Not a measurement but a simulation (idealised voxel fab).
process module | voxel self aligned contacts
cross-section cut | 175 nm wide | cells 5 nm
A cross-section is a grid of square cells, given in bands from the top down. A band is one or more rows of cells.
Each band's line starts with the height of the band's top and of its bottom, in nm. Then come its materials from left to right, each with its width in nm. One material with "throughout" fills the band from edge to edge. "air" is empty space.
Height 0 is the level under which the wafer as received is all one material. The lowest band goes on downwards, as in "0 down".
A width such as "30 to 40" changes by the same amount from each row of cells to the next, from the band's top row to its bottom row.
"no change" after a step means that no cell of the cross-section changed.
closed voids: empty space of 8 cells or more with no open way to the top, each as width x height at its distance from the left edge, in nm
after a step's settings: what the simulator itself notes on the step
overlay nm, on a step with a mask: how far to the right of its planned place the mask lay; to the left if negative
plan
1 op RECEIVE | material Si
2 op CONFORMAL_DEP | material SiO2 | thk nm 5
3 op DIRECTIONAL_DEP | material polySi | thk nm 25
4 op DIRECTIONAL_DEP | material SiN | thk nm 15
5 op DIRECTIONAL_DEP | material aC | thk nm 10
6 op PATTERN | tone cover | mask id GATE | material resist | width nm 30 | pitch nm 60 | thk nm 30 | overlay nm 0
7 op DIRECTIONAL_ETCH | etch materials aC | depth nm 10
8 op STRIP | etch materials resist
9 op DIRECTIONAL_ETCH | etch materials SiN | depth nm 15
10 op DIRECTIONAL_ETCH | etch materials polySi | depth nm 25
11 op STRIP | etch materials aC
12 op CONFORMAL_DEP | material SiN | thk nm 5
13 op DIRECTIONAL_ETCH | etch materials SiN | depth nm 5
14 op FILL_DEP | material SiO2 | thk nm 15
15 op CMP | height nm 55
16 op DIRECTIONAL_DEP | material aC | thk nm 10
17 op PATTERN | tone open | mask id CONTACT | material resist | width nm 40 | thk nm 30 | overlay nm 0
18 op DIRECTIONAL_ETCH | etch materials aC | depth nm 10
19 op STRIP | etch materials resist
20 op DIRECTIONAL_ETCH | etch materials SiO2 | depth nm 55
21 op STRIP | etch materials aC
22 op CONFORMAL_DEP | material TiN | thk nm 5
23 op FILL_DEP | material Ru | thk nm 5
24 op CMP | height nm 55
25 op CONFORMAL_DEP | material SiCN | thk nm 5
first wafer, as planned
as received, after step 1
  0 down: Si throughout
  closed voids: none
after step 2
  5 to 0: SiO2 throughout
  below 0: unchanged
after step 3
  30 to 5: polySi throughout
  below 5: unchanged
after step 4
  45 to 30: SiN throughout
  below 30: unchanged
after step 5
  55 to 45: aC throughout
  below 45: unchanged
after step 6
  85 to 55: air 40 | resist 30 | air 30 | resist 30 | air 45
  below 55: unchanged
after step 7
  75 to 55: air 40 | resist 30 | air 30 | resist 30 | air 45
  55 to 45: air 40 | aC 30 | air 30 | aC 30 | air 45
  below 45: unchanged
after step 8
  55 to 45: air 40 | aC 30 | air 30 | aC 30 | air 45
  below 45: unchanged
after step 9
  55 to 45: air 40 | aC 30 | air 30 | aC 30 | air 45
  45 to 30: air 40 | SiN 30 | air 30 | SiN 30 | air 45
  below 30: unchanged
after step 10
  55 to 45: air 40 | aC 30 | air 30 | aC 30 | air 45
  45 to 30: air 40 | SiN 30 | air 30 | SiN 30 | air 45
  30 to 5: air 40 | polySi 30 | air 30 | polySi 30 | air 45
  below 5: unchanged
after step 11
  45 to 30: air 40 | SiN 30 | air 30 | SiN 30 | air 45
  below 30: unchanged
after step 12
  50 to 30: air 35 | SiN 40 | air 20 | SiN 40 | air 40
  30 to 10: air 35 | SiN 5 | polySi 30 | SiN 5 | air 20 | SiN 5 | polySi 30 | SiN 5 | air 40
  10 to 5: SiN 40 | polySi 30 | SiN 30 | polySi 30 | SiN 45
  below 5: unchanged
after step 13
  45 to 30: air 35 | SiN 40 | air 20 | SiN 40 | air 40
  30 to 5: air 35 | SiN 5 | polySi 30 | SiN 5 | air 20 | SiN 5 | polySi 30 | SiN 5 | air 40
  below 5: unchanged
after step 14
  60 to 45: SiO2 throughout
  45 to 30: SiO2 35 | SiN 40 | SiO2 20 | SiN 40 | SiO2 40
  30 to 5: SiO2 35 | SiN 5 | polySi 30 | SiN 5 | SiO2 20 | SiN 5 | polySi 30 | SiN 5 | SiO2 40
  below 5: unchanged
after step 15
  55 to 45: SiO2 throughout
  below 45: unchanged
after step 16
  65 to 55: aC throughout
  below 55: unchanged
after step 17
  95 to 65: resist 65 | air 40 | resist 70
  below 65: unchanged
after step 18
  85 to 65: resist 65 | air 40 | resist 70
  65 to 55: aC 65 | air 40 | aC 70
  below 55: unchanged
after step 19
  65 to 55: aC 65 | air 40 | aC 70
  below 55: unchanged
after step 20
  65 to 55: aC 65 | air 40 | aC 70
  55 to 45: SiO2 65 | air 40 | SiO2 70
  45 to 30: SiO2 35 | SiN 40 | air 20 | SiN 40 | SiO2 40
  30 to 5: SiO2 35 | SiN 5 | polySi 30 | SiN 5 | air 20 | SiN 5 | polySi 30 | SiN 5 | SiO2 40
  5 to 0: SiO2 75 | air 20 | SiO2 80
  below 0: unchanged
after step 21
  55 to 45: SiO2 65 | air 40 | SiO2 70
  below 45: unchanged
after step 22
  60 to 55: TiN 70 | air 30 | TiN 75
  55 to 45: SiO2 65 | TiN 5 to 15 | air 30 to 10 | TiN 5 to 15 | SiO2 70
  45 to 30: SiO2 35 | SiN 40 | TiN 5 | air 10 | TiN 5 | SiN 40 | SiO2 40
  30 to 5: SiO2 35 | SiN 5 | polySi 30 | SiN 5 | TiN 5 | air 10 | TiN 5 | SiN 5 | polySi 30 | SiN 5 | SiO2 40
  5 to 0: SiO2 75 | TiN 20 | SiO2 80
  below 0: unchanged
after step 23
  65 to 60: Ru throughout
  60 to 55: TiN 70 | Ru 30 | TiN 75
  55 to 45: SiO2 65 | TiN 5 to 15 | Ru 30 to 10 | TiN 5 to 15 | SiO2 70
  45 to 30: SiO2 35 | SiN 40 | TiN 5 | Ru 10 | TiN 5 | SiN 40 | SiO2 40
  30 to 5: SiO2 35 | SiN 5 | polySi 30 | SiN 5 | TiN 5 | Ru 10 | TiN 5 | SiN 5 | polySi 30 | SiN 5 | SiO2 40
  below 5: unchanged
after step 24
  55 to 45: SiO2 65 | TiN 5 to 15 | Ru 30 to 10 | TiN 5 to 15 | SiO2 70
  below 45: unchanged
after step 25
  60 to 55: SiCN throughout
  below 55: unchanged
second wafer: like start, like plan, one mistake. Through step 11 it matches the first wafer
when step 12 should have ended
  40 to 30: air 40 | SiN 30 | air 30 | SiN 30 | air 45
  below 30: unchanged
when step 13 should have ended
  45 to 30: air 35 | SiN 40 | air 20 | SiN 40 | air 40
  30 to 10: air 35 | SiN 5 | polySi 30 | SiN 5 | air 20 | SiN 5 | polySi 30 | SiN 5 | air 40
  10 to 5: SiN 40 | polySi 30 | SiN 30 | polySi 30 | SiN 45
  below 5: unchanged
when step 14 should have ended
  60 to 45: SiO2 throughout
  45 to 30: SiO2 35 | SiN 40 | SiO2 20 | SiN 40 | SiO2 40
  30 to 10: SiO2 35 | SiN 5 | polySi 30 | SiN 5 | SiO2 20 | SiN 5 | polySi 30 | SiN 5 | SiO2 40
  below 10: unchanged
when step 15 should have ended
  55 to 45: SiO2 throughout
  below 45: unchanged
when step 16 should have ended
  65 to 55: aC throughout
  below 55: unchanged
when step 17 should have ended
  95 to 65: resist 65 | air 40 | resist 70
  below 65: unchanged
when step 18 should have ended
  85 to 65: resist 65 | air 40 | resist 70
  65 to 55: aC 65 | air 40 | aC 70
  below 55: unchanged
when step 19 should have ended
  65 to 55: aC 65 | air 40 | aC 70
  below 55: unchanged
when step 20 should have ended
  65 to 55: aC 65 | air 40 | aC 70
  55 to 45: SiO2 65 | air 40 | SiO2 70
  45 to 30: SiO2 35 | SiN 40 | air 20 | SiN 40 | SiO2 40
  30 to 10: SiO2 35 | SiN 5 | polySi 30 | SiN 5 | air 20 | SiN 5 | polySi 30 | SiN 5 | SiO2 40
  below 10: unchanged
when step 21 should have ended
  55 to 45: SiO2 65 | air 40 | SiO2 70
  below 45: unchanged
when step 22 should have ended
  60 to 55: TiN 70 | air 30 | TiN 75
  55 to 45: SiO2 65 | TiN 5 to 15 | air 30 to 10 | TiN 5 to 15 | SiO2 70
  45 to 30: SiO2 35 | SiN 40 | TiN 5 | air 10 | TiN 5 | SiN 40 | SiO2 40
  30 to 15: SiO2 35 | SiN 5 | polySi 30 | SiN 5 | TiN 5 | air 10 | TiN 5 | SiN 5 | polySi 30 | SiN 5 | SiO2 40
  15 to 10: SiO2 35 | SiN 5 | polySi 30 | SiN 5 | TiN 20 | SiN 5 | polySi 30 | SiN 5 | SiO2 40
  below 10: unchanged
when step 23 should have ended
  65 to 60: Ru throughout
  60 to 55: TiN 70 | Ru 30 | TiN 75
  55 to 45: SiO2 65 | TiN 5 to 15 | Ru 30 to 10 | TiN 5 to 15 | SiO2 70
  45 to 30: SiO2 35 | SiN 40 | TiN 5 | Ru 10 | TiN 5 | SiN 40 | SiO2 40
  30 to 15: SiO2 35 | SiN 5 | polySi 30 | SiN 5 | TiN 5 | Ru 10 | TiN 5 | SiN 5 | polySi 30 | SiN 5 | SiO2 40
  below 15: unchanged
when step 24 should have ended
  55 to 45: SiO2 65 | TiN 5 to 15 | Ru 30 to 10 | TiN 5 to 15 | SiO2 70
  below 45: unchanged
when step 25 should have ended
  60 to 55: SiCN throughout
  below 55: unchanged
what went wrong: steps 12 and 13 were swapped
at the end the second wafer has, in cells: 4 fewer of Ru | 19 more of SiN | 11 fewer of SiO2 | 4 fewer of TiN
